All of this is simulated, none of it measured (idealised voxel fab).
This section sets out a process module, namely voxel spacer lines.
Section cut is 295 nm wide and gridded with 5 nm square cells.
A cross-section is a grid of square cells, given in bands from the top down. A band is one or more rows of cells. Basically the band line says how high the top is and how high the bottom is, in nm, and then what's in it from left to right, every material with its width in nm. Empty space shows up as "blank", and if a single material carries "full width" it runs the full band edge to edge. Beneath 0, the wafer as received is one material, and that level is where height counting begins. The lowest band goes on downward without a bottom; it is written like "top 0, no bottom". When a width is written as two numbers, as in "30->40", the first number is the width in the top row of cells of the band and the second is the width in its bottom row, and the width changes by the same amount from each row to the next. You'll sometimes find "remained unchanged" written for a step, and that's the way of saying that nowhere in the cross-section did a cell change during that step. Voids not open to the top, 8 cells minimum: see "Trapped voids". Written width x height at distance; distance is from the left edge; nm. Heads up: the bit after the settings on a step's line is the simulator's remark on that step. What "overlay nm" on a step's line means: if the step has a mask, that mask lay this far to the right of its planned place, or, when the value is negative, to the left.

### Planned step list for the process
1,RECEIVE [material Si]
2,CONFORMAL_DEP [material Al2O3] [thk nm 5]
3,DIRECTIONAL_DEP [material polySi] [thk nm 10]
4,DIRECTIONAL_DEP [material aC] [thk nm 25]
5,PATTERN [tone cover] [mask id MANDREL] [material resist] [width nm 20] [pitch nm 60] [thk nm 35] [overlay nm 0]
6,DIRECTIONAL_ETCH [etch materials aC] [depth nm 25]
7,STRIP [etch materials resist]
8,CONFORMAL_DEP [material SiO2] [thk nm 10]
9,DIRECTIONAL_ETCH [etch materials SiO2] [depth nm 10]
10,STRIP [etch materials aC]
11,DIRECTIONAL_ETCH [etch materials polySi] [depth nm 10]
12,STRIP [etch materials SiO2]
13,FILL_DEP [material lowk] [thk nm 5]
14,CMP [height nm 15]

### As-received wafer cross-section (after step 1)
  top 0, no bottom  Si full width
  Trapped voids: none

### The following cross-section depicts the wafer upon conclusion of the module. Processing commenced from the starting condition illustrated above and adhered to the plan illustrated above, save for one mistake in execution
  top 15, bottom 5  aC full width
  top 5, bottom 0  Al2O3 full width
  top 0, no bottom  Si full width
  Trapped voids: none
What was done differently from what was planned? sequence error: steps 3 and 4 interchanged
